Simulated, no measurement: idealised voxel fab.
This section sets out a process module, namely voxel ribs on slabs.
The figure presents cross-section cut, which has a width of 275 nm and is divided into square cells with an edge length of 5 nm.
Bands, listed from the top down, are how a cross-section gets written in this document; the cross-section itself is a grid of square cells, and a band is one or more rows of them. Basically the band line says how high the top is and how high the bottom is, in nm, and then what's in it from left to right, every material with its width in nm. Empty space shows up as "empty", and if a single material carries "full width" it runs the full band edge to edge. Heights are expressed relative to 0, this being the level below which the as-received wafer comprises one material exclusively. The lowest band is unbounded in the downward direction and is denoted as in "0 -> down". You'd read "30 to 40" like this: the band's top row of cells is as wide as the first number, its bottom row is as wide as the second, and going down, every row changes width by the same amount as the row before did. A step reported as "remains unaltered" is a step in which no cell of the cross-section changed. Reported under the label "Closed voids list" are the empty spaces having no open way to the top and comprising 8 cells or more; the notation for each is width x height at distance, in which the distance is measured from the left edge and all three values are in nm. Text after the settings on a step's line: the simulator's own remark on that step. Steps that use a mask can have "overlay nm" on their line. It says how far the mask sat to the right of where it was meant to be. Negative means to the left.

## Process steps foreseen in the plan
- 1: RECEIVE (material Si)
- 2: DIRECTIONAL_DEP (material SiO2; thk nm 30)
- 3: DIRECTIONAL_DEP (material polySi; thk nm 25)
- 4: MASKED_ETCH (tone cover; mask id RIB; width nm 15; etch materials polySi; depth nm 15; overlay nm 0)
- 5: PATTERN (tone cover; mask id SLAB; material resist; width nm 75; thk nm 15; overlay nm 0)
- 6: DIRECTIONAL_ETCH (etch materials polySi; depth nm 10)
- 7: STRIP (etch materials resist)
- 8: FILL_DEP (material SiO2; thk nm 25)
- 9: CMP (height nm 75)
- 10: DIRECTIONAL_DEP (material W; thk nm 5)
- 11: DIRECTIONAL_DEP (material aC; thk nm 15)
- 12: PATTERN (tone cover; mask id HEATER; material resist; width nm 25; thk nm 30; overlay nm 0)
- 13: DIRECTIONAL_ETCH (etch materials aC; depth nm 15)
- 14: STRIP (etch materials resist)
- 15: DIRECTIONAL_ETCH (etch materials W; depth nm 5)
- 16: STRIP (etch materials aC)
- 17: CONFORMAL_DEP (material SiO2; thk nm 10)

## Wafer at receipt (post step 1), cross-section
  0 -> down = Si full width
  Closed voids list: none

## The plan above was carried out on the starting structure above with one mistake, and this cross-section shows the wafer at the end of the module
  90 -> 85 = empty (115)  SiO2 (45)  empty (115)
  85 -> 80 = SiO2 full width
  80 -> 75 = SiO2 (125)  W (25)  SiO2 (125)
  75 -> 25 = SiO2 full width
  25 -> 0 = polySi full width
  0 -> down = Si full width
  Closed voids list: none
Where did the run depart from the plan? the run placed steps 2 and 3 each in the position the plan gave to the other
